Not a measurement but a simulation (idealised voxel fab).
The following is a process module called voxel ribs on slabs.
In the cross-section labelled cut, the width is 200 nm and each square cell is 5 nm.
Just so we're on the same page, the cross-sections are grids of square cells, and they're listed out in bands top to bottom, each band one or more rows deep. Read a band's entry like this: the first values are the height of its top and the height of its bottom in nm, and what follows is the sequence of materials from left to right, each with its width in nm. Note that "empty" is empty space, and that a single material marked "all across" reaches across the band from edge to edge. Heights from 0 (as-received wafer is one material below). Bottom band endless downward, as "0 -> down". When a width is written as two numbers, as in "30 to 40", the first number is the width in the top row of cells of the band and the second is the width in its bottom row, and the width changes by the same amount from each row to the next. Given "remained the same" for a step, no cell of the cross-section differs between before and after that step. The label "Entrapped voids" introduces a list of the empty spaces, 8 cells or larger, that have no open way up to the top; each entry in it reads width x height at distance, where the distance is taken from the left edge and all three are stated in nm. Note: text after step settings on the step line = simulator remark on that step. "overlay nm", when on a step's line for a step with a mask, measures how far to the right of its planned place the mask lay; a negative measure means to the left.
Intended process steps
1: RECEIVE,material Si
2: DIRECTIONAL_DEP,material SiO2,thk nm 20
3: DIRECTIONAL_DEP,material SiN,thk nm 20
4: DIRECTIONAL_DEP,material aC,thk nm 10
5: PATTERN,tone cover,mask id RIB,material resist,width nm 20,thk nm 25,overlay nm 0
6: DIRECTIONAL_ETCH,etch materials aC,depth nm 10
7: STRIP,etch materials resist
8: DIRECTIONAL_ETCH,etch materials SiN,depth nm 10
9: STRIP,etch materials aC
10: DIRECTIONAL_DEP,material aC,thk nm 15
11: PATTERN,tone cover,mask id SLAB,material resist,width nm 50,thk nm 30,overlay nm 0
12: DIRECTIONAL_ETCH,etch materials aC,depth nm 15
13: STRIP,etch materials resist
14: DIRECTIONAL_ETCH,etch materials SiN,depth nm 10
15: STRIP,etch materials aC
16: FILL_DEP,material SiO2,thk nm 30
17: CMP,height nm 60
18: DIRECTIONAL_DEP,material TiN,thk nm 5
19: MASKED_ETCH,tone cover,mask id HEATER,width nm 30,etch materials TiN,depth nm 5,overlay nm 0
20: CONFORMAL_DEP,material SiN,thk nm 5
Incoming wafer in cross-section (state: after step 1)
- 0 -> down = Si all across
- Entrapped voids: none
Wafer cross-section at end of module: start and plan as shown above, one execution error
- 70 -> 65 = 80 nm empty; 40 nm SiN; 80 nm empty
- 65 -> 60 = 85 nm SiN; 30 nm TiN; 85 nm SiN
- 60 -> 30 = SiO2 all across
- 30 -> 20 = 90 nm SiO2; 20 nm SiN; 90 nm SiO2
- 20 -> 10 = 75 nm SiO2; 50 nm SiN; 75 nm SiO2
- 10 -> 0 = SiO2 all across
- 0 -> down = Si all across
- Entrapped voids: none
Deviation from plan: contrary to plan, step 2 was performed as DIRECTIONAL_DEP,material SiO2,thk nm 10
